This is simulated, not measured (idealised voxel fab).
Title: Process Module voxel trench capacitor
For reference, the cross-section in this document is cut, with width 255 nm and square cells of 5 nm.
If you're reading a cross-section in this doc, picture square cells in a grid; it comes to you as bands, top ones listed first down to the bottom, and a band can be one or more rows of cells.
In this notation a band is specified by the heights of its top and bottom, in that order and in nm, after which its materials appear from left to right, each paired with its width in nm. The word "throughout" attached to a single material means that material fills the band from edge to edge; the word "empty" stands for empty space.
Height is counted from the level 0, under which the received wafer is composed throughout of one material. The lowest of the bands is not closed at the bottom but continues downward, in the notation "0 and below".
With a width like "30 to 40", each row of cells in the band differs from the next by the same amount, the top row carrying the first number and the bottom row the second.
"remains unaltered" for a step: no cell of the cross-section changed in that step.
Closed-off voids of 8+ cells (no open route to the top) go in "Closed internal cavities", written width x height at distance from the left edge, in nm.
The remark found on a step's line after its settings is issued by the simulator itself and pertains to that step.
Steps that use a mask can have "overlay nm" on their line. It says how far the mask sat to the right of where it was meant to be. Negative means to the left.

**Process steps foreseen in the plan**
| 1 | RECEIVE: material Si |
| 2 | CONFORMAL_DEP: material SiN, thk nm 5 |
| 3 | PATTERN: tone open, mask id TRENCH, material resist, width nm 15, pitch nm 40, thk nm 15, overlay nm 0 |
| 4 | DIRECTIONAL_ETCH: etch materials SiN, depth nm 5 |
| 5 | DIRECTIONAL_ETCH: etch materials Si, depth nm 35 |
| 6 | STRIP: etch materials resist |
| 7 | CONFORMAL_DEP: material Al2O3, thk nm 5 |
| 8 | FILL_DEP: material polySi, thk nm 5 |
| 9 | CMP: height nm 5 |
Among the wafers covered here, the point of difference is the width nm at step 3; their starting state is shared, and the plan presents the value of the first wafer.

**Cross-section of the first of several wafers on receipt, reflecting completion of step 1**
  0 and below = Si throughout
  Closed internal cavities: none

**Heads up, this table goes wafer by wafer. A row tells you, at the end of the module, how many cells of each material that wafer has put on (+) or dropped (-) since it was received, and then its closed voids**
width nm 15 | +68 Al2O3 | -84 Si | +39 SiN | +28 polySi | Closed internal cavities: none
width nm 20 | +72 Al2O3 | -112 Si | +35 SiN | +56 polySi | Closed internal cavities: none
width nm 25 | +76 Al2O3 | -140 Si | +31 SiN | +84 polySi | Closed internal cavities: none
